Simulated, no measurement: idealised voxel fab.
The process module that follows is named voxel transistor to metal.
Shown is cross-section cut, with a width of 160 nm and square cells of size 5 nm.
A cross-section is written here as square cells arranged in a grid, and it is given in bands from the top down, each band taking up one or more rows of cells. The band entry comprises the height of the band's top followed by the height of its bottom, expressed in nm, and subsequently the band's materials from left to right, each stated together with its width in nm. Where a single material is marked with the word "all across", that material fills the band from edge to edge. The word "blank" represents empty space. All heights in this document are referenced to 0, defined as the level beneath which the wafer, as received, consists entirely of one material. The lowest band is not bounded below; it extends indefinitely downward and is written in the form "z 0 and below". So if you see something like "30->40" for the width, read it as the top row of the band sitting at the first number and the bottom row at the second, with every row in between moving by the same amount as the last. No cell of the cross-section changed in a step that is given as "no alterations made". Listed in "Completely enclosed voids": every empty space of 8 or more cells without an open way to the top. Form: width x height at distance, the distance being from the left edge, all in nm. Read whatever lies past the settings on a step's line as the simulator's own remark about the step. overlay nm: step with mask; distance mask lay right of planned place; negative value = left of planned place.
THE FOLLOWING LIST GIVES THE PLANNED PROCESS STEPS
1,RECEIVE with material Si
2,OXIDIZE with depth nm 5
3,CONFORMAL_DEP with material SiN, thk nm 10
4,DIRECTIONAL_DEP with material aC, thk nm 15
5,PATTERN with tone cover, mask id ACTIVE, material resist, width nm 115, thk nm 35, overlay nm 0
6,DIRECTIONAL_ETCH with etch materials aC, depth nm 15
7,STRIP with etch materials resist
8,DIRECTIONAL_ETCH with etch materials SiN, depth nm 10
9,DIRECTIONAL_ETCH with etch materials SiO2, depth nm 5
10,DIRECTIONAL_ETCH with etch materials Si, depth nm 30
11,STRIP with etch materials aC
12,OXIDIZE with depth nm 5
13,FILL_DEP with material SiO2, thk nm 10
14,CMP with height nm 10
15,SELECTIVE_ETCH with etch materials SiO2, depth nm 5
16,STRIP with etch materials SiN
17,SELECTIVE_ETCH with etch materials SiO2, depth nm 5
18,OXIDIZE with depth nm 5
19,DIRECTIONAL_DEP with material polySi, thk nm 20
20,DIRECTIONAL_DEP with material SiCN, thk nm 10
21,DIRECTIONAL_DEP with material aC, thk nm 15
22,PATTERN with tone cover, mask id GATE, material resist, width nm 15, thk nm 30, overlay nm 0
23,DIRECTIONAL_ETCH with etch materials aC, depth nm 15
24,STRIP with etch materials resist
25,DIRECTIONAL_ETCH with etch materials SiCN, depth nm 20
26,DIRECTIONAL_ETCH with etch materials polySi, depth nm 30
27,STRIP with etch materials aC
28,CONFORMAL_DEP with material SiN, thk nm 10
29,DIRECTIONAL_ETCH with etch materials SiN, depth nm 10
30,DIRECTIONAL_ETCH with etch materials SiO2, depth nm 5
31,DIRECTIONAL_ETCH with etch materials Si, depth nm 5
32,EPI with material nSi, thk nm 10
33,FILL_DEP with material SiO2, thk nm 5
34,CMP with height nm 25
35,DIRECTIONAL_DEP with material SiO2, thk nm 15
36,PATTERN with tone open, mask id CONTACT, material resist, width nm 35, pitch nm 60, thk nm 20, overlay nm 0
37,DIRECTIONAL_ETCH with etch materials SiO2, depth nm 45
38,STRIP with etch materials resist
39,CONFORMAL_DEP with material TiN, thk nm 5
40,FILL_DEP with material W, thk nm 5
41,CMP with height nm 40
42,CONFORMAL_DEP with material SiCN, thk nm 5
43,DIRECTIONAL_DEP with material lowk, thk nm 15
44,MASKED_ETCH with tone open, mask id METAL_1, width nm 20, pitch nm 75, etch materials lowk, depth nm 15, overlay nm 0
45,MASKED_ETCH with tone open, mask id METAL_1, width nm 20, pitch nm 75, etch materials SiCN, depth nm 5, overlay nm 0
46,CONFORMAL_DEP with material TiN, thk nm 5
47,FILL_DEP with material Cu, thk nm 5
48,CMP with height nm 60
49,EPI with material Ru, thk nm 5
50,FILL_DEP with material SiCN, thk nm 5
FIRST WAFER OF TWO (RUN AS PLANNED)
CROSS-SECTION OF THE WAFER UPON ARRIVAL, REPRESENTING THE STATE REACHED AFTER STEP 1
  z 0 and below | Si all across
  Completely enclosed voids: none
AFTER STEP 2
  z 0 to -5 | SiO2 all across
  Below -5 it's all the same as before, nothing changed down there.
AFTER STEP 3
  z 10 to 0 | SiN all across
  Below 0 it's all the same as before, nothing changed down there.
AFTER STEP 4
  z 25 to 10 | aC all across
  Below 10 it's all the same as before, nothing changed down there.
AFTER STEP 5
  z 60 to 25 | blank: 20 / resist: 115 / blank: 25
  Below 25 it's all the same as before, nothing changed down there.
AFTER STEP 6
  z 45 to 25 | blank: 20 / resist: 115 / blank: 25
  z 25 to 10 | blank: 20 / aC: 115 / blank: 25
  Below 10 it's all the same as before, nothing changed down there.
AFTER STEP 7
  z 25 to 10 | blank: 20 / aC: 115 / blank: 25
  Below 10 it's all the same as before, nothing changed down there.
AFTER STEP 8
  z 25 to 10 | blank: 20 / aC: 115 / blank: 25
  z 10 to 0 | blank: 20 / SiN: 115 / blank: 25
  Below 0 it's all the same as before, nothing changed down there.
AFTER STEP 9
  z 25 to 10 | blank: 20 / aC: 115 / blank: 25
  z 10 to 0 | blank: 20 / SiN: 115 / blank: 25
  z 0 to -5 | blank: 20 / SiO2: 115 / blank: 25
  Below -5 it's all the same as before, nothing changed down there.
AFTER STEP 10
  z 25 to 10 | blank: 20 / aC: 115 / blank: 25
  z 10 to 0 | blank: 20 / SiN: 115 / blank: 25
  z 0 to -5 | blank: 20 / SiO2: 115 / blank: 25
  z -5 to -35 | blank: 20 / Si: 115 / blank: 25
  Below -35 it's all the same as before, nothing changed down there.
AFTER STEP 11
  z 10 to 0 | blank: 20 / SiN: 115 / blank: 25
  Below 0 it's all the same as before, nothing changed down there.
AFTER STEP 12
  z 10 to 0 | blank: 20 / SiN: 115 / blank: 25
  z 0 to -5 | blank: 20 / SiO2: 115 / blank: 25
  z -5 to -35 | blank: 20 / SiO2: 5 / Si: 105 / SiO2: 5 / blank: 25
  z -35 to -40 | SiO2: 25 / Si: 105 / SiO2: 30
  Below -40 it's all the same as before, nothing changed down there.
AFTER STEP 13
  z 20 to 10 | SiO2 all across
  z 10 to 0 | SiO2: 20 / SiN: 115 / SiO2: 25
  z 0 to -5 | SiO2 all across
  z -5 to -40 | SiO2: 25 / Si: 105 / SiO2: 30
  Below -40 it's all the same as before, nothing changed down there.
AFTER STEP 14
  z 10 to 0 | SiO2: 20 / SiN: 115 / SiO2: 25
  Below 0 it's all the same as before, nothing changed down there.
AFTER STEP 15
  z 10 to 5 | blank: 20 / SiN: 115 / blank: 25
  Below 5 it's all the same as before, nothing changed down there.
AFTER STEP 16
  z 5 to 0 | SiO2: 20 / blank: 115 / SiO2: 25
  Below 0 it's all the same as before, nothing changed down there.
AFTER STEP 17
  z 0 to -5 | SiO2: 15 / blank: 125 / SiO2: 20
  Below -5 it's all the same as before, nothing changed down there.
AFTER STEP 18
  z 0 to -5 | SiO2: 15 / blank: 125 / SiO2: 20
  z -5 to -10 | SiO2 all across
  Below -10 it's all the same as before, nothing changed down there.
AFTER STEP 19
  z 20 to 15 | polySi: 15 / blank: 125 / polySi: 20
  z 15 to 0 | polySi all across
  z 0 to -5 | SiO2: 15 / polySi: 125 / SiO2: 20
  Below -5 it's all the same as before, nothing changed down there.
AFTER STEP 20
  z 30 to 25 | SiCN: 15 / blank: 125 / SiCN: 20
  z 25 to 20 | SiCN all across
  z 20 to 15 | polySi: 15 / SiCN: 125 / polySi: 20
  Below 15 it's all the same as before, nothing changed down there.
AFTER STEP 21
  z 45 to 40 | aC: 15 / blank: 125 / aC: 20
  z 40 to 30 | aC all across
  z 30 to 25 | SiCN: 15 / aC: 125 / SiCN: 20
  Below 25 it's all the same as before, nothing changed down there.
AFTER STEP 22
  z 75 to 45 | blank: 70 / resist: 15 / blank: 75
  z 45 to 40 | aC: 15 / blank: 55 / resist: 15 / blank: 55 / aC: 20
  Below 40 it's all the same as before, nothing changed down there.
AFTER STEP 23
  z 60 to 40 | blank: 70 / resist: 15 / blank: 75
  z 40 to 30 | blank: 70 / aC: 15 / blank: 75
  z 30 to 25 | SiCN: 15 / blank: 55 / aC: 15 / blank: 55 / SiCN: 20
  Below 25 it's all the same as before, nothing changed down there.
AFTER STEP 24
  z 40 to 30 | blank: 70 / aC: 15 / blank: 75
  Below 30 it's all the same as before, nothing changed down there.
AFTER STEP 25
  z 40 to 25 | blank: 70 / aC: 15 / blank: 75
  z 25 to 20 | blank: 70 / SiCN: 15 / blank: 75
  z 20 to 15 | polySi: 15 / blank: 55 / SiCN: 15 / blank: 55 / polySi: 20
  Below 15 it's all the same as before, nothing changed down there.
AFTER STEP 26
  z 40 to 25 | blank: 70 / aC: 15 / blank: 75
  z 25 to 15 | blank: 70 / SiCN: 15 / blank: 75
  z 15 to 0 | blank: 70 / polySi: 15 / blank: 75
  z 0 to -5 | SiO2: 15 / blank: 55 / polySi: 15 / blank: 55 / SiO2: 20
  Below -5 it's all the same as before, nothing changed down there.
AFTER STEP 27
  z 25 to 15 | blank: 70 / SiCN: 15 / blank: 75
  Below 15 it's all the same as before, nothing changed down there.
AFTER STEP 28
  z 35 to 25 | blank: 60 / SiN: 35 / blank: 65
  z 25 to 15 | blank: 60 / SiN: 10 / SiCN: 15 / SiN: 10 / blank: 65
  z 15 to 10 | blank: 60 / SiN: 10 / polySi: 15 / SiN: 10 / blank: 65
  z 10 to 5 | SiN: 25 / blank: 35 / SiN: 10 / polySi: 15 / SiN: 10 / blank: 35 / SiN: 30
  z 5 to 0 | SiN: 70 / polySi: 15 / SiN: 75
  z 0 to -5 | SiO2: 15 / SiN: 55 / polySi: 15 / SiN: 55 / SiO2: 20
  Below -5 it's all the same as before, nothing changed down there.
AFTER STEP 29
  z 25 to 15 | blank: 60 / SiN: 10 / SiCN: 15 / SiN: 10 / blank: 65
  z 15 to 0 | blank: 60 / SiN: 10 / polySi: 15 / SiN: 10 / blank: 65
  z 0 to -5 | SiO2: 15 / SiN: 10 / blank: 35 / SiN: 10 / polySi: 15 / SiN: 10 / blank: 35 / SiN: 10 / SiO2: 20
  Below -5 it's all the same as before, nothing changed down there.
AFTER STEP 30
  z 25 to 15 | blank: 60 / SiN: 10 / SiCN: 15 / SiN: 10 / blank: 65
  z 15 to 0 | blank: 60 / SiN: 10 / polySi: 15 / SiN: 10 / blank: 65
  z 0 to -5 | blank: 15 / SiN: 10 / blank: 35 / SiN: 10 / polySi: 15 / SiN: 10 / blank: 35 / SiN: 10 / blank: 20
  z -5 to -10 | SiO2: 25 / blank: 35 / SiO2: 35 / blank: 35 / SiO2: 30
  Below -10 it's all the same as before, nothing changed down there.
AFTER STEP 31
  z 25 to 15 | blank: 60 / SiN: 10 / SiCN: 15 / SiN: 10 / blank: 65
  z 15 to 0 | blank: 60 / SiN: 10 / polySi: 15 / SiN: 10 / blank: 65
  z 0 to -5 | blank: 15 / SiN: 10 / blank: 35 / SiN: 10 / polySi: 15 / SiN: 10 / blank: 35 / SiN: 10 / blank: 20
  z -5 to -10 | SiO2: 25 / blank: 35 / SiO2: 35 / blank: 35 / SiO2: 30
  z -10 to -15 | SiO2: 25 / blank: 35 / Si: 35 / blank: 35 / SiO2: 30
  Below -15 it's all the same as before, nothing changed down there.
AFTER STEP 32
  z 25 to 15 | blank: 60 / SiN: 10 / SiCN: 15 / SiN: 10 / blank: 65
  z 15 to 0 | blank: 60 / SiN: 10 / polySi: 15 / SiN: 10 / blank: 65
  z 0 to -5 | blank: 15 / SiN: 10 / blank: 25 / nSi: 10 / SiN: 10 / polySi: 15 / SiN: 10 / nSi: 10 / blank: 25 / SiN: 10 / blank: 20
  z -5 to -10 | SiO2: 25 / nSi: 35 / SiO2: 35 / nSi: 35 / SiO2: 30
  z -10 to -15 | SiO2: 25 / nSi: 35 / Si: 35 / nSi: 35 / SiO2: 30
  Below -15 it's all the same as before, nothing changed down there.
AFTER STEP 33
  z 30 to 25 | SiO2 all across
  z 25 to 15 | SiO2: 60 / SiN: 10 / SiCN: 15 / SiN: 10 / SiO2: 65
  z 15 to 0 | SiO2: 60 / SiN: 10 / polySi: 15 / SiN: 10 / SiO2: 65
  z 0 to -5 | SiO2: 15 / SiN: 10 / SiO2: 25 / nSi: 10 / SiN: 10 / polySi: 15 / SiN: 10 / nSi: 10 / SiO2: 25 / SiN: 10 / SiO2: 20
  Below -5 it's all the same as before, nothing changed down there.
AFTER STEP 34
  z 25 to 15 | SiO2: 60 / SiN: 10 / SiCN: 15 / SiN: 10 / SiO2: 65
  Below 15 it's all the same as before, nothing changed down there.
AFTER STEP 35
  z 40 to 25 | SiO2 all across
  Below 25 it's all the same as before, nothing changed down there.
AFTER STEP 36
  z 60 to 40 | resist: 30 / blank: 35 / resist: 25 / blank: 35 / resist: 35
  Below 40 it's all the same as before, nothing changed down there.
AFTER STEP 37
  z 60 to 40 | resist: 30 / blank: 35 / resist: 25 / blank: 35 / resist: 35
  z 40 to 25 | SiO2: 30 / blank: 35 / SiO2: 25 / blank: 35 / SiO2: 35
  z 25 to 15 | SiO2: 30 / blank: 30 / SiN: 10 / SiCN: 15 / SiN: 10 / blank: 30 / SiO2: 35
  z 15 to 0 | SiO2: 30 / blank: 30 / SiN: 10 / polySi: 15 / SiN: 10 / blank: 30 / SiO2: 35
  z 0 to -5 | SiO2: 15 / SiN: 10 / SiO2: 5 / blank: 20 / nSi: 10 / SiN: 10 / polySi: 15 / SiN: 10 / nSi: 10 / blank: 20 / SiO2: 5 / SiN: 10 / SiO2: 20
  Below -5 it's all the same as before, nothing changed down there.
AFTER STEP 38
  z 40 to 25 | SiO2: 30 / blank: 35 / SiO2: 25 / blank: 35 / SiO2: 35
  Below 25 it's all the same as before, nothing changed down there.
AFTER STEP 39
  z 45 to 40 | TiN: 35 / blank: 25 / TiN: 35 / blank: 25 / TiN: 40
  z 40 to 30 | SiO2: 30 / TiN: 5 / blank: 25 / TiN: 5 / SiO2: 25 / TiN: 5 / blank: 25 / TiN: 5 / SiO2: 35
  z 30 to 25 | SiO2: 30 / TiN: 5 / blank: 20 / TiN: 10 / SiO2: 25 / TiN: 10 / blank: 20 / TiN: 5 / SiO2: 35
  z 25 to 15 | SiO2: 30 / TiN: 5 / blank: 20 / TiN: 5 / SiN: 10 / SiCN: 15 / SiN: 10 / TiN: 5 / blank: 20 / TiN: 5 / SiO2: 35
  z 15 to 5 | SiO2: 30 / TiN: 5 / blank: 20 / TiN: 5 / SiN: 10 / polySi: 15 / SiN: 10 / TiN: 5 / blank: 20 / TiN: 5 / SiO2: 35
  z 5 to 0 | SiO2: 30 / TiN: 5 / blank: 10 / TiN: 15 / SiN: 10 / polySi: 15 / SiN: 10 / TiN: 15 / blank: 10 / TiN: 5 / SiO2: 35
  z 0 to -5 | SiO2: 15 / SiN: 10 / SiO2: 5 / TiN: 20 / nSi: 10 / SiN: 10 / polySi: 15 / SiN: 10 / nSi: 10 / TiN: 20 / SiO2: 5 / SiN: 10 / SiO2: 20
  Below -5 it's all the same as before, nothing changed down there.
AFTER STEP 40
  z 50 to 45 | W all across
  z 45 to 40 | TiN: 35 / W: 25 / TiN: 35 / W: 25 / TiN: 40
  z 40 to 30 | SiO2: 30 / TiN: 5 / W: 25 / TiN: 5 / SiO2: 25 / TiN: 5 / W: 25 / TiN: 5 / SiO2: 35
  z 30 to 25 | SiO2: 30 / TiN: 5 / W: 20 / TiN: 10 / SiO2: 25 / TiN: 10 / W: 20 / TiN: 5 / SiO2: 35
  z 25 to 15 | SiO2: 30 / TiN: 5 / W: 20 / TiN: 5 / SiN: 10 / SiCN: 15 / SiN: 10 / TiN: 5 / W: 20 / TiN: 5 / SiO2: 35
  z 15 to 5 | SiO2: 30 / TiN: 5 / W: 20 / TiN: 5 / SiN: 10 / polySi: 15 / SiN: 10 / TiN: 5 / W: 20 / TiN: 5 / SiO2: 35
  z 5 to 0 | SiO2: 30 / TiN: 5 / W: 10 / TiN: 15 / SiN: 10 / polySi: 15 / SiN: 10 / TiN: 15 / W: 10 / TiN: 5 / SiO2: 35
  Below 0 it's all the same as before, nothing changed down there.
AFTER STEP 41
  z 40 to 30 | SiO2: 30 / TiN: 5 / W: 25 / TiN: 5 / SiO2: 25 / TiN: 5 / W: 25 / TiN: 5 / SiO2: 35
  Below 30 it's all the same as before, nothing changed down there.
AFTER STEP 42
  z 45 to 40 | SiCN all across
  Below 40 it's all the same as before, nothing changed down there.
AFTER STEP 43
  z 60 to 45 | lowk all across
  Below 45 it's all the same as before, nothing changed down there.
AFTER STEP 44
  z 60 to 45 | lowk: 30 / blank: 20 / lowk: 55 / blank: 20 / lowk: 35
  Below 45 it's all the same as before, nothing changed down there.
AFTER STEP 45
  z 60 to 45 | lowk: 30 / blank: 20 / lowk: 55 / blank: 20 / lowk: 35
  z 45 to 40 | SiCN: 30 / blank: 20 / SiCN: 55 / blank: 20 / SiCN: 35
  Below 40 it's all the same as before, nothing changed down there.
AFTER STEP 46
  z 65 to 60 | TiN: 35 / blank: 10 / TiN: 65 / blank: 10 / TiN: 40
  z 60 to 45 | lowk: 30 / TiN: 5 / blank: 10 / TiN: 5 / lowk: 55 / TiN: 5 / blank: 10 / TiN: 5 / lowk: 35
  z 45 to 40 | SiCN: 30 / TiN: 20 / SiCN: 55 / TiN: 20 / SiCN: 35
  Below 40 it's all the same as before, nothing changed down there.
AFTER STEP 47
  z 70 to 65 | Cu all across
  z 65 to 60 | TiN: 35 / Cu: 10 / TiN: 65 / Cu: 10 / TiN: 40
  z 60 to 45 | lowk: 30 / TiN: 5 / Cu: 10 / TiN: 5 / lowk: 55 / TiN: 5 / Cu: 10 / TiN: 5 / lowk: 35
  Below 45 it's all the same as before, nothing changed down there.
AFTER STEP 48
  z 60 to 45 | lowk: 30 / TiN: 5 / Cu: 10 / TiN: 5 / lowk: 55 / TiN: 5 / Cu: 10 / TiN: 5 / lowk: 35
  Below 45 it's all the same as before, nothing changed down there.
AFTER STEP 49
  z 65 to 60 | blank: 25 / Ru: 30 / blank: 45 / Ru: 30 / blank: 30
  Below 60 it's all the same as before, nothing changed down there.
AFTER STEP 50
  z 70 to 65 | SiCN all across
  z 65 to 60 | SiCN: 25 / Ru: 30 / SiCN: 45 / Ru: 30 / SiCN: 30
  Below 60 it's all the same as before, nothing changed down there.
SECOND WAFER - SHARED START AND PLAN WITH THE FIRST - ONE ERROR IN RUNNING - SAME AS THE FIRST UP TO STEP 35 INCLUSIVE
LOOK AT THE SECOND WAFER IN CROSS-SECTION AT THE TIME STEP 36 OUGHT TO HAVE FINISHED
  z 60 to 40 | blank: 30 / resist: 35 / blank: 25 / resist: 35 / blank: 35
  Below 40 it's all the same as before, nothing changed down there.
LOOK AT THE SECOND WAFER IN CROSS-SECTION AT THE TIME STEP 37 OUGHT TO HAVE FINISHED
  z 60 to 40 | blank: 30 / resist: 35 / blank: 25 / resist: 35 / blank: 35
  z 40 to 25 | blank: 30 / SiO2: 35 / blank: 25 / SiO2: 35 / blank: 35
  z 25 to 15 | blank: 30 / SiO2: 30 / SiN: 10 / SiCN: 15 / SiN: 10 / SiO2: 30 / blank: 35
  z 15 to 0 | blank: 30 / SiO2: 30 / SiN: 10 / polySi: 15 / SiN: 10 / SiO2: 30 / blank: 35
  z 0 to -5 | blank: 15 / SiN: 10 / blank: 5 / SiO2: 20 / nSi: 10 / SiN: 10 / polySi: 15 / SiN: 10 / nSi: 10 / SiO2: 20 / blank: 5 / SiN: 10 / blank: 20
  Below -5 it's all the same as before, nothing changed down there.
LOOK AT THE SECOND WAFER IN CROSS-SECTION AT THE TIME STEP 38 OUGHT TO HAVE FINISHED
  z 40 to 25 | blank: 30 / SiO2: 35 / blank: 25 / SiO2: 35 / blank: 35
  Below 25 it's all the same as before, nothing changed down there.
LOOK AT THE SECOND WAFER IN CROSS-SECTION AT THE TIME STEP 39 OUGHT TO HAVE FINISHED
  z 45 to 40 | blank: 25 / TiN: 45 / blank: 15 / TiN: 45 / blank: 30
  z 40 to 30 | blank: 25 / TiN: 5 / SiO2: 35 / TiN: 5 / blank: 15 / TiN: 5 / SiO2: 35 / TiN: 5 / blank: 30
  z 30 to 25 | blank: 25 / TiN: 5 / SiO2: 35 / TiN: 25 / SiO2: 35 / TiN: 5 / blank: 30
  z 25 to 15 | blank: 25 / TiN: 5 / SiO2: 30 / SiN: 10 / SiCN: 15 / SiN: 10 / SiO2: 30 / TiN: 5 / blank: 30
  z 15 to 5 | blank: 25 / TiN: 5 / SiO2: 30 / SiN: 10 / polySi: 15 / SiN: 10 / SiO2: 30 / TiN: 5 / blank: 30
  z 5 to 0 | blank: 10 / TiN: 20 / SiO2: 30 / SiN: 10 / polySi: 15 / SiN: 10 / SiO2: 30 / TiN: 20 / blank: 15
  z 0 to -5 | TiN: 15 / SiN: 10 / TiN: 5 / SiO2: 20 / nSi: 10 / SiN: 10 / polySi: 15 / SiN: 10 / nSi: 10 / SiO2: 20 / TiN: 5 / SiN: 10 / TiN: 20
  Below -5 it's all the same as before, nothing changed down there.
LOOK AT THE SECOND WAFER IN CROSS-SECTION AT THE TIME STEP 40 OUGHT TO HAVE FINISHED
  z 50 to 45 | W all across
  z 45 to 40 | W: 25 / TiN: 45 / W: 15 / TiN: 45 / W: 30
  z 40 to 30 | W: 25 / TiN: 5 / SiO2: 35 / TiN: 5 / W: 15 / TiN: 5 / SiO2: 35 / TiN: 5 / W: 30
  z 30 to 25 | W: 25 / TiN: 5 / SiO2: 35 / TiN: 25 / SiO2: 35 / TiN: 5 / W: 30
  z 25 to 15 | W: 25 / TiN: 5 / SiO2: 30 / SiN: 10 / SiCN: 15 / SiN: 10 / SiO2: 30 / TiN: 5 / W: 30
  z 15 to 5 | W: 25 / TiN: 5 / SiO2: 30 / SiN: 10 / polySi: 15 / SiN: 10 / SiO2: 30 / TiN: 5 / W: 30
  z 5 to 0 | W: 10 / TiN: 20 / SiO2: 30 / SiN: 10 / polySi: 15 / SiN: 10 / SiO2: 30 / TiN: 20 / W: 15
  Below 0 it's all the same as before, nothing changed down there.
LOOK AT THE SECOND WAFER IN CROSS-SECTION AT THE TIME STEP 41 OUGHT TO HAVE FINISHED
  z 40 to 30 | W: 25 / TiN: 5 / SiO2: 35 / TiN: 5 / W: 15 / TiN: 5 / SiO2: 35 / TiN: 5 / W: 30
  Below 30 it's all the same as before, nothing changed down there.
LOOK AT THE SECOND WAFER IN CROSS-SECTION AT THE TIME STEP 42 OUGHT TO HAVE FINISHED
  z 45 to 40 | SiCN all across
  Below 40 it's all the same as before, nothing changed down there.
LOOK AT THE SECOND WAFER IN CROSS-SECTION AT THE TIME STEP 43 OUGHT TO HAVE FINISHED
  z 60 to 45 | lowk all across
  Below 45 it's all the same as before, nothing changed down there.
LOOK AT THE SECOND WAFER IN CROSS-SECTION AT THE TIME STEP 44 OUGHT TO HAVE FINISHED
  z 60 to 45 | lowk: 30 / blank: 20 / lowk: 55 / blank: 20 / lowk: 35
  Below 45 it's all the same as before, nothing changed down there.
LOOK AT THE SECOND WAFER IN CROSS-SECTION AT THE TIME STEP 45 OUGHT TO HAVE FINISHED
  z 60 to 45 | lowk: 30 / blank: 20 / lowk: 55 / blank: 20 / lowk: 35
  z 45 to 40 | SiCN: 30 / blank: 20 / SiCN: 55 / blank: 20 / SiCN: 35
  Below 40 it's all the same as before, nothing changed down there.
LOOK AT THE SECOND WAFER IN CROSS-SECTION AT THE TIME STEP 46 OUGHT TO HAVE FINISHED
  z 65 to 60 | TiN: 35 / blank: 10 / TiN: 65 / blank: 10 / TiN: 40
  z 60 to 45 | lowk: 30 / TiN: 5 / blank: 10 / TiN: 5 / lowk: 55 / TiN: 5 / blank: 10 / TiN: 5 / lowk: 35
  z 45 to 40 | SiCN: 30 / TiN: 20 / SiCN: 55 / TiN: 20 / SiCN: 35
  Below 40 it's all the same as before, nothing changed down there.
LOOK AT THE SECOND WAFER IN CROSS-SECTION AT THE TIME STEP 47 OUGHT TO HAVE FINISHED
  z 70 to 65 | Cu all across
  z 65 to 60 | TiN: 35 / Cu: 10 / TiN: 65 / Cu: 10 / TiN: 40
  z 60 to 45 | lowk: 30 / TiN: 5 / Cu: 10 / TiN: 5 / lowk: 55 / TiN: 5 / Cu: 10 / TiN: 5 / lowk: 35
  Below 45 it's all the same as before, nothing changed down there.
LOOK AT THE SECOND WAFER IN CROSS-SECTION AT THE TIME STEP 48 OUGHT TO HAVE FINISHED
  z 60 to 45 | lowk: 30 / TiN: 5 / Cu: 10 / TiN: 5 / lowk: 55 / TiN: 5 / Cu: 10 / TiN: 5 / lowk: 35
  Below 45 it's all the same as before, nothing changed down there.
LOOK AT THE SECOND WAFER IN CROSS-SECTION AT THE TIME STEP 49 OUGHT TO HAVE FINISHED
  z 65 to 60 | blank: 25 / Ru: 30 / blank: 45 / Ru: 30 / blank: 30
  Below 60 it's all the same as before, nothing changed down there.
LOOK AT THE SECOND WAFER IN CROSS-SECTION AT THE TIME STEP 50 OUGHT TO HAVE FINISHED
  z 70 to 65 | SiCN all across
  z 65 to 60 | SiCN: 25 / Ru: 30 / SiCN: 45 / Ru: 30 / SiCN: 30
  Below 60 it's all the same as before, nothing changed down there.
Plan not followed: step 36 went in with a setting other than planned; the actual run was PATTERN with tone cover, mask id CONTACT, material resist, width nm 35, pitch nm 60, thk nm 20, overlay nm 0
Once processing is complete, comparing cell counts shows that the second wafer has more or fewer of certain materials than the first: SiO2: 18 fewer; TiN: 6 fewer; W: 24 more
